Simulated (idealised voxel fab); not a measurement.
Process module, titled voxel air gaps
Square cells of 5 nm make up the cross-section cut, whose width is 210 nm.
Cross-sections here: square-cell grids, written as top-down lists of bands, a band being one or more rows of cells. Heads up on the band format: heights come first, top then bottom, in nm. After that it's the materials left to right, each with its width in nm. A single material flagged "all across" fills the whole band edge to edge, and "air" means there's empty space there. Beneath 0, the wafer as received is one material, and that level is where height counting begins. The lowest band goes on downward without a bottom; it is written like "0..down". Note: "30->40" means the width goes from the first number (top row of the band) to the second number (bottom row) in equal steps per row of cells. "all unchanged", as given for a step, is the statement that not any cell of the cross-section underwent a change during that step. Reported under the label "Closed empty spaces" are the empty spaces having no open way to the top and comprising 8 cells or more; the notation for each is width x height at distance, in which the distance is measured from the left edge and all three values are in nm. That trailing text on a step's line, after the settings, is the simulator's own remark on the step. overlay nm: for a step with a mask, the amount by which the mask lay right of where it was planned; a negative amount means left of it.
LISTED BELOW ARE THE PROCESS STEPS AS PLANNED
1) RECEIVE,material Si
2) CONFORMAL_DEP,material SiO2,thk nm 15
3) CONFORMAL_DEP,material SiCN,thk nm 5
4) DIRECTIONAL_DEP,material lowk,thk nm 40
5) PATTERN,tone open,mask id LINES,material resist,width nm 20,pitch nm 45,thk nm 20,overlay nm 0
6) DIRECTIONAL_ETCH,etch materials lowk,depth nm 40
7) STRIP,etch materials resist
8) CONFORMAL_DEP,material TiN,thk nm 5
9) FILL_DEP,material W,thk nm 10
10) CMP,height nm 60
11) EPI,material Ru,thk nm 10
12) SELECTIVE_ETCH,etch materials lowk,depth nm 50
13) CONFORMAL_DEP,material SiCN,thk nm 5
CROSS-SECTION OF THE WAFER AS IT CAME TO US, I.E., ALREADY THROUGH STEP 1
- 0..down  Si all across
- Closed empty spaces: none
END-OF-MODULE CROSS-SECTION OF THE FIRST OF TWO WAFERS, PROCESSED AS PLANNED
- 75..70  air 35 / SiCN 140 / air 35
- 70..60  air 35 / SiCN 5 / Ru 40 / SiCN 5 / Ru 40 / SiCN 5 / Ru 40 / SiCN 5 / air 35
- 60..55  air 35 / SiCN 15 / TiN 5 / W 10 / TiN 5 / SiCN 25 / TiN 5 / W 10 / TiN 5 / SiCN 25 / TiN 5 / W 10 / TiN 5 / SiCN 15 / air 35
- 55..25  air 45 / SiCN 5 / TiN 5 / W 10 / TiN 5 / SiCN 5 / air 15 / SiCN 5 / TiN 5 / W 10 / TiN 5 / SiCN 5 / air 15 / SiCN 5 / TiN 5 / W 10 / TiN 5 / SiCN 5 / air 45
- 25..20  SiCN 50 / TiN 20 / SiCN 25 / TiN 20 / SiCN 25 / TiN 20 / SiCN 50
- 20..15  SiCN all across
- 15..0  SiO2 all across
- 0..down  Si all across
- Closed empty spaces: 15 x 30 at 75; 15 x 30 at 120
WAFER TWO CROSS-SECTION, MODULE END. START AND PLAN UNCHANGED FROM WAFER ONE; ONE MISTAKE MADE DURING THE RUN
- 75..70  SiCN all across
- 70..60  Ru all across
- 60..55  TiN 55 / W 10 / TiN 35 / W 10 / TiN 35 / W 10 / TiN 55
- 55..20  lowk 50 / TiN 5 / W 10 / TiN 5 / lowk 25 / TiN 5 / W 10 / TiN 5 / lowk 25 / TiN 5 / W 10 / TiN 5 / lowk 50
- 20..15  lowk 50 / TiN 20 / lowk 25 / TiN 20 / lowk 25 / TiN 20 / lowk 50
- 15..0  SiO2 all across
- 0..down  Si all across
- Closed empty spaces: none
What was done differently from what was planned? plan step 3 never ran because it was skipped
In the final state, the cell counts of the second wafer exceed or fall short of those of the first for the following materials: Ru +36; SiCN -118; TiN +36; W +6; lowk +240
By the end, 2 closed voids are present in the first wafer and 0 in the second.
